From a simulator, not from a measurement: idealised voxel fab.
The document below concerns the process module designated voxel wiring stack.
Xsec cut, 140 nm wide, square cell size 5 nm.
In this document a cross-section is written as a grid of square cells. It is given as a series of bands, listed from the top down, and a band is one or more rows of cells.
Top, bottom (nm), then materials left to right with widths (nm); lone material tagged "all across" fills the whole band edge to edge; "empty" = empty space.
Heights are measured from 0, the level below which the as-received wafer is all one material; the lowest band has no bottom and continues downward, written as in "0 -> down".
Width: "30->40" (first number = top row, second number = bottom row, same change from row to row of cells).
The designation "nothing altered", where it is given for a processing step, indicates that no cell of the cross-section was altered in the course of that step.
Under "Cavities, sealed" you'll find the enclosed gaps, the ones with no way out to the top, that are 8 cells or bigger; each reads width x height at distance, with distance counted from the left edge, everything in nm.
Note: text after step settings on the step line = simulator remark on that step.
You can add "overlay nm" to a step's line. For a step with a mask, it describes how far the mask lay to the right of its planned position, and a negative number describes a lay to the left.
**The following list gives the planned process steps**
1) op RECEIVE | material Si
2) op CONFORMAL_DEP | material SiO2 | thk nm 15
3) op DIRECTIONAL_DEP | material TiN | thk nm 5
4) op DIRECTIONAL_DEP | material W | thk nm 15
5) op PATTERN | tone cover | mask id METAL_1 | material resist | width nm 20 | pitch nm 40 | thk nm 20 | overlay nm 0
6) op DIRECTIONAL_ETCH | etch materials W | depth nm 15
7) op DIRECTIONAL_ETCH | etch materials TiN | depth nm 5
8) op STRIP | etch materials resist
9) op FILL_DEP | material SiO2 | thk nm 5
10) op CMP | height nm 35
11) op CONFORMAL_DEP | material SiCN | thk nm 5
12) op DIRECTIONAL_DEP | material lowk | thk nm 35
13) op MASKED_ETCH | tone open | mask id METAL_2_HOLES | width nm 15 | pitch nm 40 | etch materials lowk | depth nm 35 | overlay nm 0
14) op PATTERN | tone open | mask id METAL_2 | material resist | width nm 20 | pitch nm 40 | thk nm 15 | overlay nm 0
15) op DIRECTIONAL_ETCH | etch materials lowk | depth nm 20
16) op DIRECTIONAL_ETCH | etch materials SiCN | depth nm 5
17) op STRIP | etch materials resist
18) op CONFORMAL_DEP | material TiN | thk nm 5
19) op FILL_DEP | material Ru | thk nm 5
20) op CMP | height nm 75
21) op CONFORMAL_DEP | material SiN | thk nm 5
**Wafer as received: cross-section following step 1**
> 0 -> down | Si all across
> Cavities, sealed: none
**As-planned run: cross-section of the first of two wafers at end of module**
> 80 -> 75 | SiN all across
> 75 -> 60 | 20 of lowk | 5 of TiN | 10 of Ru | 5 of TiN | 20 of lowk | 5 of TiN | 10 of Ru | 5 of TiN | 20 of lowk | 5 of TiN | 10 of Ru | 5 of TiN | 20 of lowk
> 60 -> 55 | 20 of lowk | 5 of TiN | 5 of Ru | 10 of TiN | 20 of lowk | 5 of TiN | 5 of Ru | 10 of TiN | 20 of lowk | 5 of TiN | 5 of Ru | 10 of TiN | 20 of lowk
> 55 -> 40 | 20 of lowk | 5 of TiN | 5 of Ru | 5 of TiN | 25 of lowk | 5 of TiN | 5 of Ru | 5 of TiN | 25 of lowk | 5 of TiN | 5 of Ru | 5 of TiN | 25 of lowk
> 40 -> 35 | 20 of SiCN | 15 of TiN | 25 of SiCN | 15 of TiN | 25 of SiCN | 15 of TiN | 25 of SiCN
> 35 -> 20 | 20 of SiO2 | 20 of W | 20 of SiO2 | 20 of W | 20 of SiO2 | 20 of W | 20 of SiO2
> 20 -> 15 | 20 of SiO2 | 20 of TiN | 20 of SiO2 | 20 of TiN | 20 of SiO2 | 20 of TiN | 20 of SiO2
> 15 -> 0 | SiO2 all across
> 0 -> down | Si all across
> Cavities, sealed: none
**Cross-section, second wafer: same start as the first, same plan as the first, one mistake in running it; taken at the end of the module**
> 80 -> 75 | SiN all across
> 75 -> 60 | 20 of lowk | 5 of TiN | 10 of Ru | 5 of TiN | 20 of lowk | 5 of TiN | 10 of Ru | 5 of TiN | 20 of lowk | 5 of TiN | 10 of Ru | 5 of TiN | 20 of lowk
> 60 -> 55 | 20 of lowk | 5 of TiN | 5 of Ru | 10 of TiN | 20 of lowk | 5 of TiN | 5 of Ru | 10 of TiN | 20 of lowk | 5 of TiN | 5 of Ru | 10 of TiN | 20 of lowk
> 55 -> 40 | 20 of lowk | 5 of TiN | 5 of Ru | 5 of TiN | 25 of lowk | 5 of TiN | 5 of Ru | 5 of TiN | 25 of lowk | 5 of TiN | 5 of Ru | 5 of TiN | 25 of lowk
> 40 -> 35 | 20 of SiCN | 15 of TiN | 25 of SiCN | 15 of TiN | 25 of SiCN | 15 of TiN | 25 of SiCN
> 35 -> 30 | SiO2 all across
> 30 -> 15 | 20 of SiO2 | 20 of W | 20 of SiO2 | 20 of W | 20 of SiO2 | 20 of W | 20 of SiO2
> 15 -> 0 | SiO2 all across
> 0 -> down | Si all across
> Cavities, sealed: none
Misprocessing identified: step 3 was dropped from the plan's execution and never run
End check, counted in cells, second wafer has more or fewer of these materials than the first: 12 more of SiO2 | 12 fewer of TiN
